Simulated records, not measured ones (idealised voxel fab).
process module | voxel transistor to metal
cross-section cut | 140 nm wide | cells 5 nm
A cross-section is a grid of square cells, given in bands from the top down. A band is one or more rows of cells.
Each band's line starts with the height of the band's top and of its bottom, in nm. Then come its materials from left to right, each with its width in nm. One material with "throughout" fills the band from edge to edge. "air" is empty space.
Height 0 is the level under which the wafer as received is all one material. The lowest band goes on downwards, as in "0 down".
A width such as "30 to 40" changes by the same amount from each row of cells to the next, from the band's top row to its bottom row.
"no change" after a step means that no cell of the cross-section changed.
closed voids: empty space of 8 cells or more with no open way to the top, each as width x height at its distance from the left edge, in nm
after a step's settings: what the simulator itself notes on the step
overlay nm, on a step with a mask: how far to the right of its planned place the mask lay; to the left if negative
plan
1 op RECEIVE | material Si
2 op CONFORMAL_DEP | material SiO2 | thk nm 5
3 op CONFORMAL_DEP | material SiN | thk nm 10
4 op MASKED_ETCH | tone cover | mask id ACTIVE | width nm 110 | etch materials SiN | depth nm 10 | overlay nm 0
5 op MASKED_ETCH | tone cover | mask id ACTIVE | width nm 110 | etch materials SiO2 | depth nm 5 | overlay nm 0
6 op MASKED_ETCH | tone cover | mask id ACTIVE | width nm 110 | etch materials Si | depth nm 25 | overlay nm 0
7 op FILL_DEP | material SiO2 | thk nm 10
8 op CMP | height nm 15
9 op SELECTIVE_ETCH | etch materials SiO2 | depth nm 5
10 op STRIP | etch materials SiN
11 op SELECTIVE_ETCH | etch materials SiO2 | depth nm 5
12 op OXIDIZE | depth nm 5
13 op DIRECTIONAL_DEP | material polySi | thk nm 20
14 op DIRECTIONAL_DEP | material SiCN | thk nm 15
15 op PATTERN | tone cover | mask id GATE | material resist | width nm 20 | thk nm 15 | overlay nm 0
16 op DIRECTIONAL_ETCH | etch materials SiCN | depth nm 25
17 op DIRECTIONAL_ETCH | etch materials polySi | depth nm 30
18 op STRIP | etch materials resist
19 op CONFORMAL_DEP | material SiN | thk nm 5
20 op DIRECTIONAL_ETCH | etch materials SiN | depth nm 5
21 op DIRECTIONAL_ETCH | etch materials SiO2 | depth nm 5
22 op DIRECTIONAL_ETCH | etch materials Si | depth nm 5
23 op EPI | material pSi | thk nm 5
24 op FILL_DEP | material SiO2 | thk nm 10
25 op CMP | height nm 35
26 op DIRECTIONAL_DEP | material SiO2 | thk nm 10
27 op DIRECTIONAL_DEP | material aC | thk nm 15
28 op PATTERN | tone open | mask id CONTACT | material resist | width nm 30 | pitch nm 60 | thk nm 35 | overlay nm 0
29 op DIRECTIONAL_ETCH | etch materials aC | depth nm 15
30 op STRIP | etch materials resist
31 op DIRECTIONAL_ETCH | etch materials SiO2 | depth nm 50
32 op STRIP | etch materials aC
33 op CONFORMAL_DEP | material TiN | thk nm 5
34 op FILL_DEP | material W | thk nm 5
35 op CMP | height nm 45
36 op DIRECTIONAL_DEP | material TiN | thk nm 5
37 op DIRECTIONAL_DEP | material W | thk nm 20
38 op MASKED_ETCH | tone cover | mask id METAL_1 | width nm 15 | pitch nm 75 | etch materials W | depth nm 20 | overlay nm 0
39 op MASKED_ETCH | tone cover | mask id METAL_1 | width nm 15 | pitch nm 75 | etch materials TiN | depth nm 5 | overlay nm 0
40 op CONFORMAL_DEP | material SiN | thk nm 5
41 op FILL_DEP | material SiO2 | thk nm 5
42 op CMP | height nm 70
43 op CONFORMAL_DEP | material SiCN | thk nm 5
as received, after step 1
  0 down: Si throughout
  closed voids: none
a wafer at the end: this start, this plan, one mistake
  75 to 70: SiCN throughout
  70 to 50: SiO2 20 | SiN 5 | W 15 | SiN 5 | SiO2 50 | SiN 5 | W 15 | SiN 5 | SiO2 20
  50 to 45: SiN 25 | TiN 15 | SiN 60 | TiN 15 | SiN 25
  45 to 35: SiO2 25 | TiN 5 | W 20 | TiN 5 | SiO2 30 | TiN 5 | W 20 | TiN 5 | SiO2 25
  35 to 20: SiO2 25 | TiN 5 | W 20 | TiN 5 | SiN 5 | SiCN 20 | SiN 5 | TiN 5 | W 20 | TiN 5 | SiO2 25
  20 to 5: SiO2 25 | TiN 5 | W 20 | TiN 5 | SiN 5 | polySi 20 | SiN 5 | TiN 5 | W 20 | TiN 5 | SiO2 25
  5 to 0: SiO2 5 | SiN 5 | SiO2 15 | TiN 5 | W 15 | TiN 10 | SiN 5 | polySi 20 | SiN 5 | TiN 10 | W 15 | TiN 5 | SiO2 15 | SiN 5 | SiO2 5
  0 to -5: SiO2 5 | SiN 10 | SiO2 10 | TiN 25 | pSi 5 | SiO2 30 | pSi 5 | TiN 25 | SiO2 10 | SiN 10 | SiO2 5
  -5 to -10: SiO2 20 | pSi 35 | Si 30 | pSi 35 | SiO2 20
  -10 to -25: SiO2 15 | Si 110 | SiO2 15
  -25 down: Si throughout
  closed voids: none
what went wrong: steps 9 and 10 were swapped
